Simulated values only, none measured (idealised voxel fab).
process module | voxel transistor to metal
cross-section cut | 275 nm wide | cells 5 nm
A cross-section is a grid of square cells, given in bands from the top down. A band is one or more rows of cells.
Each band's line starts with the height of the band's top and of its bottom, in nm. Then come its materials from left to right, each with its width in nm. One material with "throughout" fills the band from edge to edge. "air" is empty space.
Height 0 is the level under which the wafer as received is all one material. The lowest band goes on downwards, as in "0 down".
A width such as "30 to 40" changes by the same amount from each row of cells to the next, from the band's top row to its bottom row.
"no change" after a step means that no cell of the cross-section changed.
closed voids: empty space of 8 cells or more with no open way to the top, each as width x height at its distance from the left edge, in nm
after a step's settings: what the simulator itself notes on the step
overlay nm, on a step with a mask: how far to the right of its planned place the mask lay; to the left if negative
plan
1 op RECEIVE | material Si
2 op CONFORMAL_DEP | material SiO2 | thk nm 5
3 op CONFORMAL_DEP | material SiN | thk nm 10
4 op PATTERN | tone cover | mask id ACTIVE | material resist | width nm 105 | pitch nm 125 | thk nm 20 | overlay nm 0
5 op DIRECTIONAL_ETCH | etch materials SiN | depth nm 10
6 op DIRECTIONAL_ETCH | etch materials SiO2 | depth nm 5
7 op DIRECTIONAL_ETCH | etch materials Si | depth nm 30
8 op STRIP | etch materials resist
9 op FILL_DEP | material SiO2 | thk nm 15
10 op CMP | height nm 15
11 op SELECTIVE_ETCH | etch materials SiO2 | depth nm 5
12 op STRIP | etch materials SiN
13 op SELECTIVE_ETCH | etch materials SiO2 | depth nm 5
14 op OXIDIZE | depth nm 5
15 op DIRECTIONAL_DEP | material polySi | thk nm 20
16 op DIRECTIONAL_DEP | material SiCN | thk nm 10
17 op PATTERN | tone cover | mask id GATE | material resist | width nm 25 | pitch nm 125 | thk nm 20 | overlay nm 0
18 op DIRECTIONAL_ETCH | etch materials SiCN | depth nm 20
19 op DIRECTIONAL_ETCH | etch materials polySi | depth nm 30
20 op STRIP | etch materials resist
21 op CONFORMAL_DEP | material SiN | thk nm 10
22 op DIRECTIONAL_ETCH | etch materials SiN | depth nm 10
23 op DIRECTIONAL_ETCH | etch materials SiO2 | depth nm 5
24 op DIRECTIONAL_ETCH | etch materials Si | depth nm 10
25 op EPI | material SiGe | thk nm 15
26 op FILL_DEP | material SiO2 | thk nm 5
27 op CMP | height nm 30
28 op DIRECTIONAL_DEP | material SiO2 | thk nm 15
29 op DIRECTIONAL_DEP | material aC | thk nm 10
30 op PATTERN | tone open | mask id CONTACT | material resist | width nm 30 | thk nm 25 | overlay nm 0
31 op DIRECTIONAL_ETCH | etch materials aC | depth nm 10
32 op STRIP | etch materials resist
33 op DIRECTIONAL_ETCH | etch materials SiO2 | depth nm 35
34 op STRIP | etch materials aC
35 op CONFORMAL_DEP | material TiN | thk nm 5
36 op FILL_DEP | material W | thk nm 5
37 op CMP | height nm 45
38 op CONFORMAL_DEP | material SiCN | thk nm 5
39 op DIRECTIONAL_DEP | material lowk | thk nm 15
40 op MASKED_ETCH | tone open | mask id METAL_1 | width nm 20 | etch materials lowk | depth nm 15 | overlay nm 0
41 op MASKED_ETCH | tone open | mask id METAL_1 | width nm 20 | etch materials SiCN | depth nm 5 | overlay nm 0
42 op CONFORMAL_DEP | material TiN | thk nm 5
43 op FILL_DEP | material Ru | thk nm 5
44 op CMP | height nm 65
45 op CONFORMAL_DEP | material SiN | thk nm 5
varied across the wafers: thk nm of step 45. The plan shows the first wafer's value. All wafers start alike
first wafer as received, after step 1
  0 down: Si throughout
  closed voids: none
first wafer at the end, after step 45
  70 to 65: SiN throughout
  65 to 50: lowk 25 | TiN 5 | Ru 10 | TiN 5 | lowk 55 | TiN 5 | Ru 10 | TiN 5 | lowk 30 | TiN 5 | Ru 10 | TiN 5 | lowk 55 | TiN 5 | Ru 10 | TiN 5 | lowk 30
  50 to 45: SiCN 25 | TiN 20 | SiCN 55 | TiN 20 | SiCN 30 | TiN 20 | SiCN 55 | TiN 20 | SiCN 30
  45 to 35: SiO2 25 | TiN 5 | W 20 | TiN 5 | SiO2 35 | TiN 5 | W 20 | TiN 5 | SiO2 30 | TiN 5 | W 20 | TiN 5 | SiO2 35 | TiN 5 | W 20 | TiN 5 | SiO2 30
  35 to 30: SiO2 25 | TiN 5 | W 15 | TiN 10 | SiO2 35 | TiN 10 | W 15 | TiN 5 | SiO2 30 | TiN 5 | W 15 | TiN 10 | SiO2 35 | TiN 10 | W 15 | TiN 5 | SiO2 30
  30 to 20: SiO2 25 | TiN 5 | W 15 | TiN 5 | SiN 10 | SiCN 25 | SiN 10 | TiN 5 | W 15 | TiN 5 | SiO2 30 | TiN 5 | W 15 | TiN 5 | SiN 10 | SiCN 25 | SiN 10 | TiN 5 | W 15 | TiN 5 | SiO2 30
  20 to 15: SiO2 25 | TiN 5 | W 15 | TiN 5 | SiN 10 | polySi 25 | SiN 10 | TiN 5 | W 15 | TiN 5 | SiO2 30 | TiN 5 | W 15 | TiN 5 | SiN 10 | polySi 25 | SiN 10 | TiN 5 | W 15 | TiN 5 | SiO2 30
  15 to 10: SiO2 25 | TiN 25 | SiN 10 | polySi 25 | SiN 10 | TiN 25 | SiO2 30 | TiN 25 | SiN 10 | polySi 25 | SiN 10 | TiN 25 | SiO2 30
  10 to 5: SiO2 20 | SiGe 30 | SiN 10 | polySi 25 | SiN 10 | SiGe 30 | SiO2 20 | SiGe 30 | SiN 10 | polySi 25 | SiN 10 | SiGe 30 | SiO2 25
  5 to 0: SiO2 15 | SiN 10 | SiGe 25 | SiN 10 | polySi 25 | SiN 10 | SiGe 25 | SiN 10 | SiO2 10 | SiN 10 | SiGe 25 | SiN 10 | polySi 25 | SiN 10 | SiGe 25 | SiN 10 | SiO2 20
  0 to -5: SiO2 25 | SiGe 25 | SiO2 45 | SiGe 25 | SiO2 30 | SiGe 25 | SiO2 45 | SiGe 25 | SiO2 30
  -5 to -15: SiO2 20 | Si 5 | SiGe 25 | Si 45 | SiGe 25 | Si 5 | SiO2 20 | Si 5 | SiGe 25 | Si 45 | SiGe 25 | Si 5 | SiO2 25
  -15 to -30: SiO2 20 | Si 105 | SiO2 20 | Si 105 | SiO2 25
  -30 down: Si throughout
  closed voids: none
last wafer at the end
  85 to 65: SiN throughout
  65 to 50: lowk 25 | TiN 5 | Ru 10 | TiN 5 | lowk 55 | TiN 5 | Ru 10 | TiN 5 | lowk 30 | TiN 5 | Ru 10 | TiN 5 | lowk 55 | TiN 5 | Ru 10 | TiN 5 | lowk 30
  50 to 45: SiCN 25 | TiN 20 | SiCN 55 | TiN 20 | SiCN 30 | TiN 20 | SiCN 55 | TiN 20 | SiCN 30
  45 to 35: SiO2 25 | TiN 5 | W 20 | TiN 5 | SiO2 35 | TiN 5 | W 20 | TiN 5 | SiO2 30 | TiN 5 | W 20 | TiN 5 | SiO2 35 | TiN 5 | W 20 | TiN 5 | SiO2 30
  35 to 30: SiO2 25 | TiN 5 | W 15 | TiN 10 | SiO2 35 | TiN 10 | W 15 | TiN 5 | SiO2 30 | TiN 5 | W 15 | TiN 10 | SiO2 35 | TiN 10 | W 15 | TiN 5 | SiO2 30
  30 to 20: SiO2 25 | TiN 5 | W 15 | TiN 5 | SiN 10 | SiCN 25 | SiN 10 | TiN 5 | W 15 | TiN 5 | SiO2 30 | TiN 5 | W 15 | TiN 5 | SiN 10 | SiCN 25 | SiN 10 | TiN 5 | W 15 | TiN 5 | SiO2 30
  20 to 15: SiO2 25 | TiN 5 | W 15 | TiN 5 | SiN 10 | polySi 25 | SiN 10 | TiN 5 | W 15 | TiN 5 | SiO2 30 | TiN 5 | W 15 | TiN 5 | SiN 10 | polySi 25 | SiN 10 | TiN 5 | W 15 | TiN 5 | SiO2 30
  15 to 10: SiO2 25 | TiN 25 | SiN 10 | polySi 25 | SiN 10 | TiN 25 | SiO2 30 | TiN 25 | SiN 10 | polySi 25 | SiN 10 | TiN 25 | SiO2 30
  10 to 5: SiO2 20 | SiGe 30 | SiN 10 | polySi 25 | SiN 10 | SiGe 30 | SiO2 20 | SiGe 30 | SiN 10 | polySi 25 | SiN 10 | SiGe 30 | SiO2 25
  5 to 0: SiO2 15 | SiN 10 | SiGe 25 | SiN 10 | polySi 25 | SiN 10 | SiGe 25 | SiN 10 | SiO2 10 | SiN 10 | SiGe 25 | SiN 10 | polySi 25 | SiN 10 | SiGe 25 | SiN 10 | SiO2 20
  0 to -5: SiO2 25 | SiGe 25 | SiO2 45 | SiGe 25 | SiO2 30 | SiGe 25 | SiO2 45 | SiGe 25 | SiO2 30
  -5 to -15: SiO2 20 | Si 5 | SiGe 25 | Si 45 | SiGe 25 | Si 5 | SiO2 20 | Si 5 | SiGe 25 | Si 45 | SiGe 25 | Si 5 | SiO2 25
  -15 to -30: SiO2 20 | Si 105 | SiO2 20 | Si 105 | SiO2 25
  -30 down: Si throughout
  closed voids: none
each wafer at the end: cells of each material gained (+) or lost (-) since it was received, then its closed voids
thk nm 5 | +24 Ru | -160 Si | +59 SiCN | +104 SiGe | +111 SiN | +283 SiO2 | +112 TiN | +80 W | +117 lowk | +40 polySi | closed voids: none
thk nm 10 | +24 Ru | -160 Si | +59 SiCN | +104 SiGe | +166 SiN | +283 SiO2 | +112 TiN | +80 W | +117 lowk | +40 polySi | closed voids: none
thk nm 15 | +24 Ru | -160 Si | +59 SiCN | +104 SiGe | +221 SiN | +283 SiO2 | +112 TiN | +80 W | +117 lowk | +40 polySi | closed voids: none
thk nm 20 | +24 Ru | -160 Si | +59 SiCN | +104 SiGe | +276 SiN | +283 SiO2 | +112 TiN | +80 W | +117 lowk | +40 polySi | closed voids: none
